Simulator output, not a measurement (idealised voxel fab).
The following is a process module called voxel self aligned contacts.
We display cut, a cross-section 230 nm in width whose square cells are each 5 nm.
Notation: cross-section as square-cell grid; stated in bands, top first, going down; one or more cell rows per band. Within each band entry, the heights of the top and of the bottom of the band appear first, in that order and in nm; the materials of the band then follow from left to right, each with its corresponding width in nm. The designation "full width" on a single material indicates that it fills the band from edge to edge; the designation "air" indicates empty space. Height 0 is the level under which the wafer as received is all one material. The lowest band goes on downwards, as in "0..down". Read "30..40" as a graded width: first number on top, second number at the bottom, same change between each pair of neighbouring rows. "stayed the same" for a step: no cell of the cross-section changed in that step. "Closed-off voids" contains a list of empty spaces, each no smaller than 8 cells and without an open way to the top, written in the form width x height at distance with the distance from the left edge and all three in nm. Post-settings text on a step line: simulator's own remark regarding the step. overlay nm: for a step with a mask, the amount by which the mask lay right of where it was planned; a negative amount means left of it.

### Here's what the planned process steps look like
1. op RECEIVE | material Si
2. op OXIDIZE | depth nm 5
3. op DIRECTIONAL_DEP | material polySi | thk nm 25
4. op DIRECTIONAL_DEP | material SiN | thk nm 20
5. op PATTERN | tone cover | mask id GATE | material resist | width nm 35 | pitch nm 70 | thk nm 15 | overlay nm 0
6. op DIRECTIONAL_ETCH | etch materials SiN | depth nm 20
7. op DIRECTIONAL_ETCH | etch materials polySi | depth nm 25
8. op STRIP | etch materials resist
9. op CONFORMAL_DEP | material SiN | thk nm 5
10. op DIRECTIONAL_ETCH | etch materials SiN | depth nm 5
11. op FILL_DEP | material SiO2 | thk nm 15
12. op CMP | height nm 50
13. op MASKED_ETCH | tone open | mask id CONTACT | width nm 55 | etch materials SiO2 | depth nm 55 | overlay nm 0
14. op CONFORMAL_DEP | material TiN | thk nm 5
15. op FILL_DEP | material Ru | thk nm 10
16. op CMP | height nm 50
17. op CONFORMAL_DEP | material SiCN | thk nm 5

### First wafer of two (run as planned)

### Wafer as received: cross-section following step 1
- 0..down: Si full width
- Closed-off voids: none

### Cross-sectional representation of the wafer at the conclusion of step 2
- 0..-5: SiO2 full width
- Anything lower than -5 is untouched.

### Cross-sectional representation of the wafer at the conclusion of step 3
- 25..0: polySi full width
- Anything lower than 0 is untouched.

### Cross-sectional representation of the wafer at the conclusion of step 4
- 45..25: SiN full width
- Anything lower than 25 is untouched.

### Cross-sectional representation of the wafer at the conclusion of step 5
- 60..45: air 60  resist 35  air 35  resist 35  air 65
- Anything lower than 45 is untouched.

### Cross-sectional representation of the wafer at the conclusion of step 6
- 60..45: air 60  resist 35  air 35  resist 35  air 65
- 45..25: air 60  SiN 35  air 35  SiN 35  air 65
- Anything lower than 25 is untouched.

### Cross-sectional representation of the wafer at the conclusion of step 7
- 60..45: air 60  resist 35  air 35  resist 35  air 65
- 45..25: air 60  SiN 35  air 35  SiN 35  air 65
- 25..0: air 60  polySi 35  air 35  polySi 35  air 65
- Anything lower than 0 is untouched.

### Cross-sectional representation of the wafer at the conclusion of step 8
- 45..25: air 60  SiN 35  air 35  SiN 35  air 65
- Anything lower than 25 is untouched.

### Cross-sectional representation of the wafer at the conclusion of step 9
- 50..25: air 55  SiN 45  air 25  SiN 45  air 60
- 25..5: air 55  SiN 5  polySi 35  SiN 5  air 25  SiN 5  polySi 35  SiN 5  air 60
- 5..0: SiN 60  polySi 35  SiN 35  polySi 35  SiN 65
- Anything lower than 0 is untouched.

### Cross-sectional representation of the wafer at the conclusion of step 10
- 45..25: air 55  SiN 45  air 25  SiN 45  air 60
- 25..0: air 55  SiN 5  polySi 35  SiN 5  air 25  SiN 5  polySi 35  SiN 5  air 60
- Anything lower than 0 is untouched.

### Cross-sectional representation of the wafer at the conclusion of step 11
- 60..45: SiO2 full width
- 45..25: SiO2 55  SiN 45  SiO2 25  SiN 45  SiO2 60
- 25..0: SiO2 55  SiN 5  polySi 35  SiN 5  SiO2 25  SiN 5  polySi 35  SiN 5  SiO2 60
- Anything lower than 0 is untouched.

### Cross-sectional representation of the wafer at the conclusion of step 12
- 50..45: SiO2 full width
- Anything lower than 45 is untouched.

### Cross-sectional representation of the wafer at the conclusion of step 13
- 50..45: SiO2 85  air 55  SiO2 90
- 45..25: SiO2 55  SiN 45  air 25  SiN 45  SiO2 60
- 25..0: SiO2 55  SiN 5  polySi 35  SiN 5  air 25  SiN 5  polySi 35  SiN 5  SiO2 60
- 0..-5: SiO2 100  air 25  SiO2 105
- Anything lower than -5 is untouched.

### Cross-sectional representation of the wafer at the conclusion of step 14
- 55..50: TiN 90  air 45  TiN 95
- 50..45: SiO2 85  TiN 20  air 15  TiN 20  SiO2 90
- 45..25: SiO2 55  SiN 45  TiN 5  air 15  TiN 5  SiN 45  SiO2 60
- 25..0: SiO2 55  SiN 5  polySi 35  SiN 5  TiN 5  air 15  TiN 5  SiN 5  polySi 35  SiN 5  SiO2 60
- 0..-5: SiO2 100  TiN 25  SiO2 105
- Anything lower than -5 is untouched.

### Cross-sectional representation of the wafer at the conclusion of step 15
- 65..55: Ru full width
- 55..50: TiN 90  Ru 45  TiN 95
- 50..45: SiO2 85  TiN 20  Ru 15  TiN 20  SiO2 90
- 45..25: SiO2 55  SiN 45  TiN 5  Ru 15  TiN 5  SiN 45  SiO2 60
- 25..0: SiO2 55  SiN 5  polySi 35  SiN 5  TiN 5  Ru 15  TiN 5  SiN 5  polySi 35  SiN 5  SiO2 60
- Anything lower than 0 is untouched.

### Cross-sectional representation of the wafer at the conclusion of step 16
- 50..45: SiO2 85  TiN 20  Ru 15  TiN 20  SiO2 90
- Anything lower than 45 is untouched.

### Cross-sectional representation of the wafer at the conclusion of step 17
- 55..50: SiCN full width
- Anything lower than 50 is untouched.

### Now the other wafer: same start, same recipe, but we messed up one thing when running it. Up to and including step 15 it's the same as the first one

Cross-section: second wafer, time at which step 16 was scheduled to end: stayed the same

### Cross-section: second wafer, time at which step 17 was scheduled to end
- 70..65: SiCN full width
- Anything lower than 65 is untouched.
The plan and the run diverged here: step 16 of the plan got skipped, so it never ran
Looking at both finished wafers in cells, the second ends up ahead of or behind the first on some materials: 101 more of Ru; 37 more of TiN
